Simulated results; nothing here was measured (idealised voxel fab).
A process module follows: voxel double patterning.
210 nm wide, 5 nm square cells: that's cross-section cut.
Cross-section spec: square-cell grid; bands listed top down; each band is one or more rows. Heights first: top, then bottom, in nm. Then materials, left to right, each with a width in nm. "all across" on a single material: fills the band edge to edge. "blank": empty space. Ref level 0: as-received wafer is one material below here. Bottom band extends down with no lower bound ("0 down"). Quick explanation for "30..40": the width changes in equal steps down the rows of cells, from the first number in the band's top row to the second number in its bottom row. What does "remained the same" mean for a step? It means no cell of the cross-section changed in that step. "Closed internal cavities": sealed empty spaces, 8 cells or more, no open way to top, listed width x height at distance, with distance from the left edge and width, height and distance in nm. That trailing text on a step's line, after the settings, is the simulator's own remark on the step. overlay nm: right-of-plan distance of the mask on a masked step; negative values mean left-of-plan.
-- Planned step list for the process
1: RECEIVE, material Si
2: CONFORMAL_DEP, material SiO2, thk nm 5
3: DIRECTIONAL_DEP, material polySi, thk nm 15
4: DIRECTIONAL_DEP, material SiCN, thk nm 5
5: PATTERN, tone open, mask id FIRST, material resist, width nm 15, pitch nm 50, thk nm 15, overlay nm 0
6: DIRECTIONAL_ETCH, etch materials SiCN, depth nm 5
7: STRIP, etch materials resist
8: PATTERN, tone open, mask id SECOND, material resist, width nm 15, pitch nm 50, thk nm 20, overlay nm 0
9: DIRECTIONAL_ETCH, etch materials SiCN, depth nm 5
10: STRIP, etch materials resist
11: DIRECTIONAL_ETCH, etch materials polySi, depth nm 15
12: STRIP, etch materials SiCN
-- The first of two wafers, run as planned
-- Cross-section of the incoming wafer, state after step 1
0 down = Si all across
Closed internal cavities: none
-- Cross-section through the wafer, step 2 finished
5 to 0 = SiO2 all across
Below 0 it's all the same as before, nothing changed down there.
-- Cross-section through the wafer, step 3 finished
20 to 5 = polySi all across
Below 5 it's all the same as before, nothing changed down there.
-- Cross-section through the wafer, step 4 finished
25 to 20 = SiCN all across
Below 20 it's all the same as before, nothing changed down there.
-- Cross-section through the wafer, step 5 finished
40 to 25 = resist (45), then blank (15), then resist (35), then blank (15), then resist (35), then blank (15), then resist (50)
Below 25 it's all the same as before, nothing changed down there.
-- Cross-section through the wafer, step 6 finished
40 to 25 = resist (45), then blank (15), then resist (35), then blank (15), then resist (35), then blank (15), then resist (50)
25 to 20 = SiCN (45), then blank (15), then SiCN (35), then blank (15), then SiCN (35), then blank (15), then SiCN (50)
Below 20 it's all the same as before, nothing changed down there.
-- Cross-section through the wafer, step 7 finished
25 to 20 = SiCN (45), then blank (15), then SiCN (35), then blank (15), then SiCN (35), then blank (15), then SiCN (50)
Below 20 it's all the same as before, nothing changed down there.
-- Cross-section through the wafer, step 8 finished
45 to 25 = resist (70), then blank (15), then resist (35), then blank (15), then resist (75)
25 to 20 = SiCN (45), then resist (15), then SiCN (35), then resist (15), then SiCN (35), then resist (15), then SiCN (50)
Below 20 it's all the same as before, nothing changed down there.
-- Cross-section through the wafer, step 9 finished
45 to 25 = resist (70), then blank (15), then resist (35), then blank (15), then resist (75)
25 to 20 = SiCN (45), then resist (15), then SiCN (10), then blank (15), then SiCN (10), then resist (15), then SiCN (10), then blank (15), then SiCN (10), then resist (15), then SiCN (50)
Below 20 it's all the same as before, nothing changed down there.
-- Cross-section through the wafer, step 10 finished
25 to 20 = SiCN (45), then blank (15), then SiCN (10), then blank (15), then SiCN (10), then blank (15), then SiCN (10), then blank (15), then SiCN (10), then blank (15), then SiCN (50)
Below 20 it's all the same as before, nothing changed down there.
-- Cross-section through the wafer, step 11 finished
25 to 20 = SiCN (45), then blank (15), then SiCN (10), then blank (15), then SiCN (10), then blank (15), then SiCN (10), then blank (15), then SiCN (10), then blank (15), then SiCN (50)
20 to 5 = polySi (45), then blank (15), then polySi (10), then blank (15), then polySi (10), then blank (15), then polySi (10), then blank (15), then polySi (10), then blank (15), then polySi (50)
Below 5 it's all the same as before, nothing changed down there.
-- Cross-section through the wafer, step 12 finished
20 to 5 = polySi (45), then blank (15), then polySi (10), then blank (15), then polySi (10), then blank (15), then polySi (10), then blank (15), then polySi (10), then blank (15), then polySi (50)
Below 5 it's all the same as before, nothing changed down there.
-- Second wafer - shared start and plan with the first - one error in running - same as the first up to step 4 inclusive
-- Cross-section of the second wafer when, according to plan, step 5 should have finished
40 to 25 = resist (40), then blank (15), then resist (35), then blank (15), then resist (35), then blank (15), then resist (55)
Below 25 it's all the same as before, nothing changed down there.
-- Cross-section of the second wafer when, according to plan, step 6 should have finished
40 to 25 = resist (40), then blank (15), then resist (35), then blank (15), then resist (35), then blank (15), then resist (55)
25 to 20 = SiCN (40), then blank (15), then SiCN (35), then blank (15), then SiCN (35), then blank (15), then SiCN (55)
Below 20 it's all the same as before, nothing changed down there.
-- Cross-section of the second wafer when, according to plan, step 7 should have finished
25 to 20 = SiCN (40), then blank (15), then SiCN (35), then blank (15), then SiCN (35), then blank (15), then SiCN (55)
Below 20 it's all the same as before, nothing changed down there.
-- Cross-section of the second wafer when, according to plan, step 8 should have finished
45 to 25 = resist (70), then blank (15), then resist (35), then blank (15), then resist (75)
25 to 20 = SiCN (40), then resist (15), then SiCN (35), then resist (15), then SiCN (35), then resist (15), then SiCN (55)
Below 20 it's all the same as before, nothing changed down there.
-- Cross-section of the second wafer when, according to plan, step 9 should have finished
45 to 25 = resist (70), then blank (15), then resist (35), then blank (15), then resist (75)
25 to 20 = SiCN (40), then resist (15), then SiCN (15), then blank (15), then SiCN (5), then resist (15), then SiCN (15), then blank (15), then SiCN (5), then resist (15), then SiCN (55)
Below 20 it's all the same as before, nothing changed down there.
-- Cross-section of the second wafer when, according to plan, step 10 should have finished
25 to 20 = SiCN (40), then blank (15), then SiCN (15), then blank (15), then SiCN (5), then blank (15), then SiCN (15), then blank (15), then SiCN (5), then blank (15), then SiCN (55)
Below 20 it's all the same as before, nothing changed down there.
-- Cross-section of the second wafer when, according to plan, step 11 should have finished
25 to 20 = SiCN (40), then blank (15), then SiCN (15), then blank (15), then SiCN (5), then blank (15), then SiCN (15), then blank (15), then SiCN (5), then blank (15), then SiCN (55)
20 to 5 = polySi (40), then blank (15), then polySi (15), then blank (15), then polySi (5), then blank (15), then polySi (15), then blank (15), then polySi (5), then blank (15), then polySi (55)
Below 5 it's all the same as before, nothing changed down there.
-- Cross-section of the second wafer when, according to plan, step 12 should have finished
20 to 5 = polySi (40), then blank (15), then polySi (15), then blank (15), then polySi (5), then blank (15), then polySi (15), then blank (15), then polySi (5), then blank (15), then polySi (55)
Below 5 it's all the same as before, nothing changed down there.
What was done differently from what was planned? step 5: run off-plan, actual operation and settings PATTERN, tone open, mask id FIRST, material resist, width nm 15, pitch nm 50, thk nm 15, overlay nm -5
Final state: per-material cell counts identical on both wafers; locations differ.
